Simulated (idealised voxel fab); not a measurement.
Process module under the name voxel plated lines
Section cut is 290 nm wide and gridded with 5 nm square cells.
Reading order for cross-sections: top band down to bottom band. Underlying form: a grid of square cells. Band size: one or more rows of cells.
Each band's line starts with the height of the band's top and of its bottom, in nm. Then come its materials from left to right, each with its width in nm. One material with "edge to edge" fills the band from edge to edge. "air" is empty space.
Beneath 0, the wafer as received is one material, and that level is where height counting begins. The lowest band goes on downward without a bottom; it is written like "from 0 down".
A two-number width, for instance "30->40", indicates that the width is equal to the first number in the top row of the band and to the second number in the bottom row, and that it changes by a constant amount per row of cells.
Given "stayed the same" for a step, no cell of the cross-section differs between before and after that step.
Any empty space of 8 cells or more lacking an open way to the top shows up in "Enclosed internal voids" as width x height at distance, distance from the left edge, in nm.
What comes after the settings on a step's line is commentary from the simulator itself on that step.
The "overlay nm" setting may appear on a step's line; for a step that uses a mask, it gives how far to the right of its planned position the mask lay, and a negative value indicates the left.
Planned process steps:
1. RECEIVE, material Si
2. CONFORMAL_DEP, material Al2O3, thk nm 5
3. DIRECTIONAL_DEP, material TiN, thk nm 5
4. PATTERN, tone open, mask id LINES, material resist, width nm 30, pitch nm 55, thk nm 35, overlay nm 0
5. EPI, material Ru, thk nm 10
6. EPI, material Ru, thk nm 5
7. EPI, material Ru, thk nm 10
8. STRIP, etch materials resist
9. DIRECTIONAL_ETCH, etch materials TiN, depth nm 5
10. CONFORMAL_DEP, material SiCN, thk nm 10
So this is the incoming wafer in cross-section - it's already been through step 1:
  from 0 down  Si edge to edge
  Enclosed internal voids: none
Module complete - cross-section of the first of two wafers, run according to plan:
  from 45 to 35  air 35 / SiCN 50 / air 5 / SiCN 50 / air 5 / SiCN 50 / air 5 / SiCN 50 / air 40
  from 35 to 15  air 35 / SiCN 10 / Ru 30 / SiCN 10 / air 5 / SiCN 10 / Ru 30 / SiCN 10 / air 5 / SiCN 10 / Ru 30 / SiCN 10 / air 5 / SiCN 10 / Ru 30 / SiCN 10 / air 40
  from 15 to 10  SiCN 45 / Ru 30 / SiCN 25 / Ru 30 / SiCN 25 / Ru 30 / SiCN 25 / Ru 30 / SiCN 50
  from 10 to 5  SiCN 45 / TiN 30 / SiCN 25 / TiN 30 / SiCN 25 / TiN 30 / SiCN 25 / TiN 30 / SiCN 50
  from 5 to 0  Al2O3 edge to edge
  from 0 down  Si edge to edge
  Enclosed internal voids: none
Second wafer through the module, sectioned at the end: same beginning and same plan as the first wafer, with one mistake in carrying it out:
  from 15 to 5  SiCN edge to edge
  from 5 to 0  Al2O3 edge to edge
  from 0 down  Si edge to edge
  Enclosed internal voids: none
Here's what went sideways: step 3 of the plan was excluded from execution and never run
Heads up, by the end the second wafer has more or fewer cells of some materials compared to the first: Ru: 120 fewer; SiCN: 96 fewer; TiN: 24 fewer
